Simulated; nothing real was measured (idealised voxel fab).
Title: Process Module voxel wiring stack
Cross-sectional view cut (width: 245 nm; square cell size: 5 nm).
Each cross-section below is a grid of square cells, stated as bands in top-down order, with one or more rows of cells making up each band. Basically the band line says how high the top is and how high the bottom is, in nm, and then what's in it from left to right, every material with its width in nm. Empty space shows up as "empty", and if a single material carries "all across" it runs the full band edge to edge. Beneath 0, the wafer as received is one material, and that level is where height counting begins. The lowest band goes on downward without a bottom; it is written like "0..down". It should be noted that a width expressed as "30..40" varies in equal increments from row to row of cells within the band, taking the value of the first number at the top row and that of the second number at the bottom row. For the purposes of this document, the phrase "nothing changed" attached to a step denotes that no cell within the cross-section was modified by that step. Under "Fully sealed voids" you'll find the enclosed gaps, the ones with no way out to the top, that are 8 cells or bigger; each reads width x height at distance, with distance counted from the left edge, everything in nm. Where a step's line continues beyond its settings, the continuation is a remark by the simulator itself on that step. overlay nm: how far to the right of its planned place the mask lay on this masked step (negative: to the left).

The process steps that were planned are listed below
| 1 | RECEIVE,material Si |
| 2 | CONFORMAL_DEP,material SiO2,thk nm 15 |
| 3 | DIRECTIONAL_DEP,material TiN,thk nm 5 |
| 4 | DIRECTIONAL_DEP,material W,thk nm 20 |
| 5 | DIRECTIONAL_DEP,material aC,thk nm 15 |
| 6 | PATTERN,tone cover,mask id METAL_1,material resist,width nm 20,pitch nm 50,thk nm 35,overlay nm 0 |
| 7 | DIRECTIONAL_ETCH,etch materials aC,depth nm 15 |
| 8 | STRIP,etch materials resist |
| 9 | DIRECTIONAL_ETCH,etch materials W,depth nm 20 |
| 10 | DIRECTIONAL_ETCH,etch materials TiN,depth nm 5 |
| 11 | STRIP,etch materials aC |
| 12 | FILL_DEP,material lowk,thk nm 10 |
| 13 | CMP,height nm 40 |
| 14 | CONFORMAL_DEP,material SiCN,thk nm 5 |
| 15 | DIRECTIONAL_DEP,material SiO2,thk nm 15 |
| 16 | MASKED_ETCH,tone open,mask id PLUG_1,width nm 15,etch materials SiO2,depth nm 15,overlay nm 0 |
| 17 | MASKED_ETCH,tone open,mask id PLUG_1,width nm 15,etch materials SiCN,depth nm 5,overlay nm 0 |
| 18 | EPI,material Ru,thk nm 10 |
| 19 | EPI,material Ru,thk nm 10 |
| 20 | DIRECTIONAL_DEP,material TiN,thk nm 5 |
| 21 | DIRECTIONAL_DEP,material Ru,thk nm 20 |
| 22 | MASKED_ETCH,tone cover,mask id METAL_2,width nm 20,pitch nm 50,etch materials Ru,depth nm 20,overlay nm 0 |
| 23 | MASKED_ETCH,tone cover,mask id METAL_2,width nm 20,pitch nm 50,etch materials TiN,depth nm 5,overlay nm 0 |
| 24 | CONFORMAL_DEP,material SiN,thk nm 5 |
| 25 | FILL_DEP,material lowk,thk nm 10 |
| 26 | CMP,height nm 85 |
| 27 | CONFORMAL_DEP,material SiCN,thk nm 5 |
| 28 | DIRECTIONAL_DEP,material lowk,thk nm 10 |
| 29 | DIRECTIONAL_DEP,material aC,thk nm 10 |
| 30 | PATTERN,tone open,mask id PLUG_2,material resist,width nm 15,thk nm 25,overlay nm 0 |
| 31 | DIRECTIONAL_ETCH,etch materials aC,depth nm 10 |
| 32 | STRIP,etch materials resist |
| 33 | DIRECTIONAL_ETCH,etch materials lowk,depth nm 10 |
| 34 | DIRECTIONAL_ETCH,etch materials SiCN,depth nm 5 |
| 35 | STRIP,etch materials aC |
| 36 | CONFORMAL_DEP,material TiN,thk nm 5 |
| 37 | FILL_DEP,material Cu,thk nm 5 |
| 38 | CMP,height nm 100 |
| 39 | CONFORMAL_DEP,material SiN,thk nm 5 |
| 40 | DIRECTIONAL_DEP,material SiO2,thk nm 15 |
| 41 | PATTERN,tone open,mask id METAL_3,material resist,width nm 20,pitch nm 50,thk nm 20,overlay nm 0 |
| 42 | DIRECTIONAL_ETCH,etch materials SiO2,depth nm 15 |
| 43 | DIRECTIONAL_ETCH,etch materials SiN,depth nm 5 |
| 44 | STRIP,etch materials resist |
| 45 | CONFORMAL_DEP,material TiN,thk nm 5 |
| 46 | FILL_DEP,material W,thk nm 5 |
| 47 | CMP,height nm 120 |
| 48 | EPI,material Ru,thk nm 5 |
| 49 | FILL_DEP,material SiCN,thk nm 5 |
| 50 | DIRECTIONAL_DEP,material lowk,thk nm 30 |
| 51 | MASKED_ETCH,tone open,mask id METAL_4_HOLES,width nm 15,pitch nm 50,etch materials lowk,depth nm 30,overlay nm 0 |
| 52 | PATTERN,tone open,mask id METAL_4,material resist,width nm 20,pitch nm 50,thk nm 20,overlay nm 0 |
| 53 | DIRECTIONAL_ETCH,etch materials lowk,depth nm 15 |
| 54 | DIRECTIONAL_ETCH,etch materials SiCN,depth nm 5 |
| 55 | STRIP,etch materials resist |
| 56 | CONFORMAL_DEP,material TiN,thk nm 5 |
| 57 | FILL_DEP,material Cu,thk nm 5 |
| 58 | CMP,height nm 160 |
| 59 | CONFORMAL_DEP,material SiCN,thk nm 5 |

Concerning the first of two wafers, which was run in accordance with the plan

Wafer at receipt (post step 1), cross-section
  0..down  Si all across
  Fully sealed voids: none

The wafer, seen in cross-section, after step 2
  15..0  SiO2 all across
  Under the height 0 nothing was changed.

The wafer, seen in cross-section, after step 3
  20..15  TiN all across
  Under the height 15 nothing was changed.

The wafer, seen in cross-section, after step 4
  40..20  W all across
  Under the height 20 nothing was changed.

The wafer, seen in cross-section, after step 5
  55..40  aC all across
  Under the height 40 nothing was changed.

The wafer, seen in cross-section, after step 6
  90..55  85 nm empty, then 20 nm resist, then 30 nm empty, then 20 nm resist, then 90 nm empty
  Under the height 55 nothing was changed.

The wafer, seen in cross-section, after step 7
  75..55  85 nm empty, then 20 nm resist, then 30 nm empty, then 20 nm resist, then 90 nm empty
  55..40  85 nm empty, then 20 nm aC, then 30 nm empty, then 20 nm aC, then 90 nm empty
  Under the height 40 nothing was changed.

The wafer, seen in cross-section, after step 8
  55..40  85 nm empty, then 20 nm aC, then 30 nm empty, then 20 nm aC, then 90 nm empty
  Under the height 40 nothing was changed.

The wafer, seen in cross-section, after step 9
  55..40  85 nm empty, then 20 nm aC, then 30 nm empty, then 20 nm aC, then 90 nm empty
  40..20  85 nm empty, then 20 nm W, then 30 nm empty, then 20 nm W, then 90 nm empty
  Under the height 20 nothing was changed.

The wafer, seen in cross-section, after step 10
  55..40  85 nm empty, then 20 nm aC, then 30 nm empty, then 20 nm aC, then 90 nm empty
  40..20  85 nm empty, then 20 nm W, then 30 nm empty, then 20 nm W, then 90 nm empty
  20..15  85 nm empty, then 20 nm TiN, then 30 nm empty, then 20 nm TiN, then 90 nm empty
  Under the height 15 nothing was changed.

The wafer, seen in cross-section, after step 11
  40..20  85 nm empty, then 20 nm W, then 30 nm empty, then 20 nm W, then 90 nm empty
  Under the height 20 nothing was changed.

The wafer, seen in cross-section, after step 12
  50..40  lowk all across
  40..20  85 nm lowk, then 20 nm W, then 30 nm lowk, then 20 nm W, then 90 nm lowk
  20..15  85 nm lowk, then 20 nm TiN, then 30 nm lowk, then 20 nm TiN, then 90 nm lowk
  Under the height 15 nothing was changed.

The wafer, seen in cross-section, after step 13
  40..20  85 nm lowk, then 20 nm W, then 30 nm lowk, then 20 nm W, then 90 nm lowk
  Under the height 20 nothing was changed.

The wafer, seen in cross-section, after step 14
  45..40  SiCN all across
  Under the height 40 nothing was changed.

The wafer, seen in cross-section, after step 15
  60..45  SiO2 all across
  Under the height 45 nothing was changed.

The wafer, seen in cross-section, after step 16
  60..45  85 nm SiO2, then 15 nm empty, then 145 nm SiO2
  Under the height 45 nothing was changed.

The wafer, seen in cross-section, after step 17
  60..45  85 nm SiO2, then 15 nm empty, then 145 nm SiO2
  45..40  85 nm SiCN, then 15 nm empty, then 145 nm SiCN
  Under the height 40 nothing was changed.

The wafer, seen in cross-section, after step 18
  60..50  85 nm SiO2, then 15 nm empty, then 145 nm SiO2
  50..45  85 nm SiO2, then 15 nm Ru, then 145 nm SiO2
  45..40  85 nm SiCN, then 15 nm Ru, then 145 nm SiCN
  Under the height 40 nothing was changed.

The wafer, seen in cross-section, after step 19
  60..45  85 nm SiO2, then 15 nm Ru, then 145 nm SiO2
  Under the height 45 nothing was changed.

The wafer, seen in cross-section, after step 20
  65..60  TiN all across
  Under the height 60 nothing was changed.

The wafer, seen in cross-section, after step 21
  85..65  Ru all across
  Under the height 65 nothing was changed.

The wafer, seen in cross-section, after step 22
  85..65  85 nm empty, then 20 nm Ru, then 30 nm empty, then 20 nm Ru, then 90 nm empty
  Under the height 65 nothing was changed.

The wafer, seen in cross-section, after step 23
  85..65  85 nm empty, then 20 nm Ru, then 30 nm empty, then 20 nm Ru, then 90 nm empty
  65..60  85 nm empty, then 20 nm TiN, then 30 nm empty, then 20 nm TiN, then 90 nm empty
  Under the height 60 nothing was changed.

The wafer, seen in cross-section, after step 24
  90..85  80 nm empty, then 30 nm SiN, then 20 nm empty, then 30 nm SiN, then 85 nm empty
  85..65  80 nm empty, then 5 nm SiN, then 20 nm Ru, then 5 nm SiN, then 20 nm empty, then 5 nm SiN, then 20 nm Ru, then 5 nm SiN, then 85 nm empty
  65..60  85 nm SiN, then 20 nm TiN, then 30 nm SiN, then 20 nm TiN, then 90 nm SiN
  Under the height 60 nothing was changed.

The wafer, seen in cross-section, after step 25
  100..90  lowk all across
  90..85  80 nm lowk, then 30 nm SiN, then 20 nm lowk, then 30 nm SiN, then 85 nm lowk
  85..65  80 nm lowk, then 5 nm SiN, then 20 nm Ru, then 5 nm SiN, then 20 nm lowk, then 5 nm SiN, then 20 nm Ru, then 5 nm SiN, then 85 nm lowk
  Under the height 65 nothing was changed.

The wafer, seen in cross-section, after step 26
  85..65  80 nm lowk, then 5 nm SiN, then 20 nm Ru, then 5 nm SiN, then 20 nm lowk, then 5 nm SiN, then 20 nm Ru, then 5 nm SiN, then 85 nm lowk
  Under the height 65 nothing was changed.

The wafer, seen in cross-section, after step 27
  90..85  SiCN all across
  Under the height 85 nothing was changed.

The wafer, seen in cross-section, after step 28
  100..90  lowk all across
  Under the height 90 nothing was changed.

The wafer, seen in cross-section, after step 29
  110..100  aC all across
  Under the height 100 nothing was changed.

The wafer, seen in cross-section, after step 30
  135..110  85 nm resist, then 15 nm empty, then 145 nm resist
  Under the height 110 nothing was changed.

The wafer, seen in cross-section, after step 31
  125..110  85 nm resist, then 15 nm empty, then 145 nm resist
  110..100  85 nm aC, then 15 nm empty, then 145 nm aC
  Under the height 100 nothing was changed.

The wafer, seen in cross-section, after step 32
  110..100  85 nm aC, then 15 nm empty, then 145 nm aC
  Under the height 100 nothing was changed.

The wafer, seen in cross-section, after step 33
  110..100  85 nm aC, then 15 nm empty, then 145 nm aC
  100..90  85 nm lowk, then 15 nm empty, then 145 nm lowk
  Under the height 90 nothing was changed.

The wafer, seen in cross-section, after step 34
  110..100  85 nm aC, then 15 nm empty, then 145 nm aC
  100..90  85 nm lowk, then 15 nm empty, then 145 nm lowk
  90..85  85 nm SiCN, then 15 nm empty, then 145 nm SiCN
  Under the height 85 nothing was changed.

The wafer, seen in cross-section, after step 35
  100..90  85 nm lowk, then 15 nm empty, then 145 nm lowk
  Under the height 90 nothing was changed.

The wafer, seen in cross-section, after step 36
  105..100  90 nm TiN, then 5 nm empty, then 150 nm TiN
  100..90  85 nm lowk, then 5 nm TiN, then 5 nm empty, then 5 nm TiN, then 145 nm lowk
  90..85  85 nm SiCN, then 15 nm TiN, then 145 nm SiCN
  Under the height 85 nothing was changed.

The wafer, seen in cross-section, after step 37
  110..105  Cu all across
  105..100  90 nm TiN, then 5 nm Cu, then 150 nm TiN
  100..90  85 nm lowk, then 5 nm TiN, then 5 nm Cu, then 5 nm TiN, then 145 nm lowk
  Under the height 90 nothing was changed.

The wafer, seen in cross-section, after step 38
  100..90  85 nm lowk, then 5 nm TiN, then 5 nm Cu, then 5 nm TiN, then 145 nm lowk
  Under the height 90 nothing was changed.

The wafer, seen in cross-section, after step 39
  105..100  SiN all across
  Under the height 100 nothing was changed.

The wafer, seen in cross-section, after step 40
  120..105  SiO2 all across
  Under the height 105 nothing was changed.

The wafer, seen in cross-section, after step 41
  140..120  85 nm resist, then 20 nm empty, then 30 nm resist, then 20 nm empty, then 90 nm resist
  Under the height 120 nothing was changed.

The wafer, seen in cross-section, after step 42
  140..120  85 nm resist, then 20 nm empty, then 30 nm resist, then 20 nm empty, then 90 nm resist
  120..105  85 nm SiO2, then 20 nm empty, then 30 nm SiO2, then 20 nm empty, then 90 nm SiO2
  Under the height 105 nothing was changed.

The wafer, seen in cross-section, after step 43
  140..120  85 nm resist, then 20 nm empty, then 30 nm resist, then 20 nm empty, then 90 nm resist
  120..105  85 nm SiO2, then 20 nm empty, then 30 nm SiO2, then 20 nm empty, then 90 nm SiO2
  105..100  85 nm SiN, then 20 nm empty, then 30 nm SiN, then 20 nm empty, then 90 nm SiN
  Under the height 100 nothing was changed.

The wafer, seen in cross-section, after step 44
  120..105  85 nm SiO2, then 20 nm empty, then 30 nm SiO2, then 20 nm empty, then 90 nm SiO2
  Under the height 105 nothing was changed.

The wafer, seen in cross-section, after step 45
  125..120  90 nm TiN, then 10 nm empty, then 40 nm TiN, then 10 nm empty, then 95 nm TiN
  120..105  85 nm SiO2, then 5 nm TiN, then 10 nm empty, then 5 nm TiN, then 30 nm SiO2, then 5 nm TiN, then 10 nm empty, then 5 nm TiN, then 90 nm SiO2
  105..100  85 nm SiN, then 20 nm TiN, then 30 nm SiN, then 20 nm TiN, then 90 nm SiN
  Under the height 100 nothing was changed.

The wafer, seen in cross-section, after step 46
  130..125  W all across
  125..120  90 nm TiN, then 10 nm W, then 40 nm TiN, then 10 nm W, then 95 nm TiN
  120..105  85 nm SiO2, then 5 nm TiN, then 10 nm W, then 5 nm TiN, then 30 nm SiO2, then 5 nm TiN, then 10 nm W, then 5 nm TiN, then 90 nm SiO2
  Under the height 105 nothing was changed.

The wafer, seen in cross-section, after step 47
  120..105  85 nm SiO2, then 5 nm TiN, then 10 nm W, then 5 nm TiN, then 30 nm SiO2, then 5 nm TiN, then 10 nm W, then 5 nm TiN, then 90 nm SiO2
  Under the height 105 nothing was changed.

The wafer, seen in cross-section, after step 48
  125..120  80 nm empty, then 30 nm Ru, then 20 nm empty, then 30 nm Ru, then 85 nm empty
  Under the height 120 nothing was changed.

The wafer, seen in cross-section, after step 49
  130..125  SiCN all across
  125..120  80 nm SiCN, then 30 nm Ru, then 20 nm SiCN, then 30 nm Ru, then 85 nm SiCN
  Under the height 120 nothing was changed.

The wafer, seen in cross-section, after step 50
  160..130  lowk all across
  Under the height 130 nothing was changed.

The wafer, seen in cross-section, after step 51
  160..130  85 nm lowk, then 15 nm empty, then 35 nm lowk, then 15 nm empty, then 95 nm lowk
  Under the height 130 nothing was changed.

The wafer, seen in cross-section, after step 52
  180..160  85 nm resist, then 20 nm empty, then 30 nm resist, then 20 nm empty, then 90 nm resist
  Under the height 160 nothing was changed.

The wafer, seen in cross-section, after step 53
  180..160  85 nm resist, then 20 nm empty, then 30 nm resist, then 20 nm empty, then 90 nm resist
  160..145  85 nm lowk, then 20 nm empty, then 30 nm lowk, then 20 nm empty, then 90 nm lowk
  Under the height 145 nothing was changed.

The wafer, seen in cross-section, after step 54
  180..160  85 nm resist, then 20 nm empty, then 30 nm resist, then 20 nm empty, then 90 nm resist
  160..145  85 nm lowk, then 20 nm empty, then 30 nm lowk, then 20 nm empty, then 90 nm lowk
  145..130  85 nm lowk, then 15 nm empty, then 35 nm lowk, then 15 nm empty, then 95 nm lowk
  130..125  85 nm SiCN, then 15 nm empty, then 35 nm SiCN, then 15 nm empty, then 95 nm SiCN
  Under the height 125 nothing was changed.

The wafer, seen in cross-section, after step 55
  160..145  85 nm lowk, then 20 nm empty, then 30 nm lowk, then 20 nm empty, then 90 nm lowk
  Under the height 145 nothing was changed.

The wafer, seen in cross-section, after step 56
  165..160  90 nm TiN, then 10 nm empty, then 40 nm TiN, then 10 nm empty, then 95 nm TiN
  160..150  85 nm lowk, then 5 nm TiN, then 10 nm empty, then 5 nm TiN, then 30 nm lowk, then 5 nm TiN, then 10 nm empty, then 5 nm TiN, then 90 nm lowk
  150..145  85 nm lowk, then 5 nm TiN, then 5 nm empty, then 10 nm TiN, then 30 nm lowk, then 5 nm TiN, then 5 nm empty, then 10 nm TiN, then 90 nm lowk
  145..130  85 nm lowk, then 5 nm TiN, then 5 nm empty, then 5 nm TiN, then 35 nm lowk, then 5 nm TiN, then 5 nm empty, then 5 nm TiN, then 95 nm lowk
  130..125  85 nm SiCN, then 15 nm TiN, then 35 nm SiCN, then 15 nm TiN, then 95 nm SiCN
  Under the height 125 nothing was changed.

The wafer, seen in cross-section, after step 57
  170..165  Cu all across
  165..160  90 nm TiN, then 10 nm Cu, then 40 nm TiN, then 10 nm Cu, then 95 nm TiN
  160..150  85 nm lowk, then 5 nm TiN, then 10 nm Cu, then 5 nm TiN, then 30 nm lowk, then 5 nm TiN, then 10 nm Cu, then 5 nm TiN, then 90 nm lowk
  150..145  85 nm lowk, then 5 nm TiN, then 5 nm Cu, then 10 nm TiN, then 30 nm lowk, then 5 nm TiN, then 5 nm Cu, then 10 nm TiN, then 90 nm lowk
  145..130  85 nm lowk, then 5 nm TiN, then 5 nm Cu, then 5 nm TiN, then 35 nm lowk, then 5 nm TiN, then 5 nm Cu, then 5 nm TiN, then 95 nm lowk
  Under the height 130 nothing was changed.

The wafer, seen in cross-section, after step 58
  160..150  85 nm lowk, then 5 nm TiN, then 10 nm Cu, then 5 nm TiN, then 30 nm lowk, then 5 nm TiN, then 10 nm Cu, then 5 nm TiN, then 90 nm lowk
  Under the height 150 nothing was changed.

The wafer, seen in cross-section, after step 59
  165..160  SiCN all across
  Under the height 160 nothing was changed.

Second wafer. Start and plan as for the first. One mistake made in running. Agrees with the first up to and including step 29

Second wafer at the planned finish of step 30, seen in cross-section
  135..110  80 nm resist, then 25 nm empty, then 140 nm resist
  Under the height 110 nothing was changed.

Second wafer at the planned finish of step 31, seen in cross-section
  125..110  80 nm resist, then 25 nm empty, then 140 nm resist
  110..100  80 nm aC, then 25 nm empty, then 140 nm aC
  Under the height 100 nothing was changed.

Second wafer at the planned finish of step 32, seen in cross-section
  110..100  80 nm aC, then 25 nm empty, then 140 nm aC
  Under the height 100 nothing was changed.

Second wafer at the planned finish of step 33, seen in cross-section
  110..100  80 nm aC, then 25 nm empty, then 140 nm aC
  100..90  80 nm lowk, then 25 nm empty, then 140 nm lowk
  Under the height 90 nothing was changed.

Second wafer at the planned finish of step 34, seen in cross-section
  110..100  80 nm aC, then 25 nm empty, then 140 nm aC
  100..90  80 nm lowk, then 25 nm empty, then 140 nm lowk
  90..85  80 nm SiCN, then 25 nm empty, then 140 nm SiCN
  Under the height 85 nothing was changed.

Second wafer at the planned finish of step 35, seen in cross-section
  100..90  80 nm lowk, then 25 nm empty, then 140 nm lowk
  Under the height 90 nothing was changed.

Second wafer at the planned finish of step 36, seen in cross-section
  105..100  85 nm TiN, then 15 nm empty, then 145 nm TiN
  100..90  80 nm lowk, then 5 nm TiN, then 15 nm empty, then 5 nm TiN, then 140 nm lowk
  90..85  80 nm SiCN, then 25 nm TiN, then 140 nm SiCN
  Under the height 85 nothing was changed.

Second wafer at the planned finish of step 37, seen in cross-section
  110..105  Cu all across
  105..100  85 nm TiN, then 15 nm Cu, then 145 nm TiN
  100..90  80 nm lowk, then 5 nm TiN, then 15 nm Cu, then 5 nm TiN, then 140 nm lowk
  Under the height 90 nothing was changed.

Second wafer at the planned finish of step 38, seen in cross-section
  100..90  80 nm lowk, then 5 nm TiN, then 15 nm Cu, then 5 nm TiN, then 140 nm lowk
  Under the height 90 nothing was changed.

Second wafer at the planned finish of step 39, seen in cross-section
  105..100  SiN all across
  Under the height 100 nothing was changed.

Second wafer at the planned finish of step 40, seen in cross-section
  120..105  SiO2 all across
  Under the height 105 nothing was changed.

Second wafer at the planned finish of step 41, seen in cross-section
  140..120  85 nm resist, then 20 nm empty, then 30 nm resist, then 20 nm empty, then 90 nm resist
  Under the height 120 nothing was changed.

Second wafer at the planned finish of step 42, seen in cross-section
  140..120  85 nm resist, then 20 nm empty, then 30 nm resist, then 20 nm empty, then 90 nm resist
  120..105  85 nm SiO2, then 20 nm empty, then 30 nm SiO2, then 20 nm empty, then 90 nm SiO2
  Under the height 105 nothing was changed.

Second wafer at the planned finish of step 43, seen in cross-section
  140..120  85 nm resist, then 20 nm empty, then 30 nm resist, then 20 nm empty, then 90 nm resist
  120..105  85 nm SiO2, then 20 nm empty, then 30 nm SiO2, then 20 nm empty, then 90 nm SiO2
  105..100  85 nm SiN, then 20 nm empty, then 30 nm SiN, then 20 nm empty, then 90 nm SiN
  Under the height 100 nothing was changed.

Second wafer at the planned finish of step 44, seen in cross-section
  120..105  85 nm SiO2, then 20 nm empty, then 30 nm SiO2, then 20 nm empty, then 90 nm SiO2
  Under the height 105 nothing was changed.

Second wafer at the planned finish of step 45, seen in cross-section
  125..120  90 nm TiN, then 10 nm empty, then 40 nm TiN, then 10 nm empty, then 95 nm TiN
  120..105  85 nm SiO2, then 5 nm TiN, then 10 nm empty, then 5 nm TiN, then 30 nm SiO2, then 5 nm TiN, then 10 nm empty, then 5 nm TiN, then 90 nm SiO2
  105..100  85 nm SiN, then 20 nm TiN, then 30 nm SiN, then 20 nm TiN, then 90 nm SiN
  Under the height 100 nothing was changed.

Second wafer at the planned finish of step 46, seen in cross-section
  130..125  W all across
  125..120  90 nm TiN, then 10 nm W, then 40 nm TiN, then 10 nm W, then 95 nm TiN
  120..105  85 nm SiO2, then 5 nm TiN, then 10 nm W, then 5 nm TiN, then 30 nm SiO2, then 5 nm TiN, then 10 nm W, then 5 nm TiN, then 90 nm SiO2
  Under the height 105 nothing was changed.

Second wafer at the planned finish of step 47, seen in cross-section
  120..105  85 nm SiO2, then 5 nm TiN, then 10 nm W, then 5 nm TiN, then 30 nm SiO2, then 5 nm TiN, then 10 nm W, then 5 nm TiN, then 90 nm SiO2
  Under the height 105 nothing was changed.

Second wafer at the planned finish of step 48, seen in cross-section
  125..120  80 nm empty, then 30 nm Ru, then 20 nm empty, then 30 nm Ru, then 85 nm empty
  Under the height 120 nothing was changed.

Second wafer at the planned finish of step 49, seen in cross-section
  130..125  SiCN all across
  125..120  80 nm SiCN, then 30 nm Ru, then 20 nm SiCN, then 30 nm Ru, then 85 nm SiCN
  Under the height 120 nothing was changed.

Second wafer at the planned finish of step 50, seen in cross-section
  160..130  lowk all across
  Under the height 130 nothing was changed.

Second wafer at the planned finish of step 51, seen in cross-section
  160..130  85 nm lowk, then 15 nm empty, then 35 nm lowk, then 15 nm empty, then 95 nm lowk
  Under the height 130 nothing was changed.

Second wafer at the planned finish of step 52, seen in cross-section
  180..160  85 nm resist, then 20 nm empty, then 30 nm resist, then 20 nm empty, then 90 nm resist
  Under the height 160 nothing was changed.

Second wafer at the planned finish of step 53, seen in cross-section
  180..160  85 nm resist, then 20 nm empty, then 30 nm resist, then 20 nm empty, then 90 nm resist
  160..145  85 nm lowk, then 20 nm empty, then 30 nm lowk, then 20 nm empty, then 90 nm lowk
  Under the height 145 nothing was changed.

Second wafer at the planned finish of step 54, seen in cross-section
  180..160  85 nm resist, then 20 nm empty, then 30 nm resist, then 20 nm empty, then 90 nm resist
  160..145  85 nm lowk, then 20 nm empty, then 30 nm lowk, then 20 nm empty, then 90 nm lowk
  145..130  85 nm lowk, then 15 nm empty, then 35 nm lowk, then 15 nm empty, then 95 nm lowk
  130..125  85 nm SiCN, then 15 nm empty, then 35 nm SiCN, then 15 nm empty, then 95 nm SiCN
  Under the height 125 nothing was changed.

Second wafer at the planned finish of step 55, seen in cross-section
  160..145  85 nm lowk, then 20 nm empty, then 30 nm lowk, then 20 nm empty, then 90 nm lowk
  Under the height 145 nothing was changed.

Second wafer at the planned finish of step 56, seen in cross-section
  165..160  90 nm TiN, then 10 nm empty, then 40 nm TiN, then 10 nm empty, then 95 nm TiN
  160..150  85 nm lowk, then 5 nm TiN, then 10 nm empty, then 5 nm TiN, then 30 nm lowk, then 5 nm TiN, then 10 nm empty, then 5 nm TiN, then 90 nm lowk
  150..145  85 nm lowk, then 5 nm TiN, then 5 nm empty, then 10 nm TiN, then 30 nm lowk, then 5 nm TiN, then 5 nm empty, then 10 nm TiN, then 90 nm lowk
  145..130  85 nm lowk, then 5 nm TiN, then 5 nm empty, then 5 nm TiN, then 35 nm lowk, then 5 nm TiN, then 5 nm empty, then 5 nm TiN, then 95 nm lowk
  130..125  85 nm SiCN, then 15 nm TiN, then 35 nm SiCN, then 15 nm TiN, then 95 nm SiCN
  Under the height 125 nothing was changed.

Second wafer at the planned finish of step 57, seen in cross-section
  170..165  Cu all across
  165..160  90 nm TiN, then 10 nm Cu, then 40 nm TiN, then 10 nm Cu, then 95 nm TiN
  160..150  85 nm lowk, then 5 nm TiN, then 10 nm Cu, then 5 nm TiN, then 30 nm lowk, then 5 nm TiN, then 10 nm Cu, then 5 nm TiN, then 90 nm lowk
  150..145  85 nm lowk, then 5 nm TiN, then 5 nm Cu, then 10 nm TiN, then 30 nm lowk, then 5 nm TiN, then 5 nm Cu, then 10 nm TiN, then 90 nm lowk
  145..130  85 nm lowk, then 5 nm TiN, then 5 nm Cu, then 5 nm TiN, then 35 nm lowk, then 5 nm TiN, then 5 nm Cu, then 5 nm TiN, then 95 nm lowk
  Under the height 130 nothing was changed.

Second wafer at the planned finish of step 58, seen in cross-section
  160..150  85 nm lowk, then 5 nm TiN, then 10 nm Cu, then 5 nm TiN, then 30 nm lowk, then 5 nm TiN, then 10 nm Cu, then 5 nm TiN, then 90 nm lowk
  Under the height 150 nothing was changed.

Second wafer at the planned finish of step 59, seen in cross-section
  165..160  SiCN all across
  Under the height 160 nothing was changed.
Against the plan, the run slipped here: in deviation from the planned setting, step 30 was conducted as PATTERN,tone open,mask id PLUG_2,material resist,width nm 25,thk nm 25,overlay nm 0
Looking at both finished wafers in cells, the second ends up ahead of or behind the first on some materials: 4 more of Cu | 2 fewer of SiCN | 2 more of TiN | 4 fewer of lowk
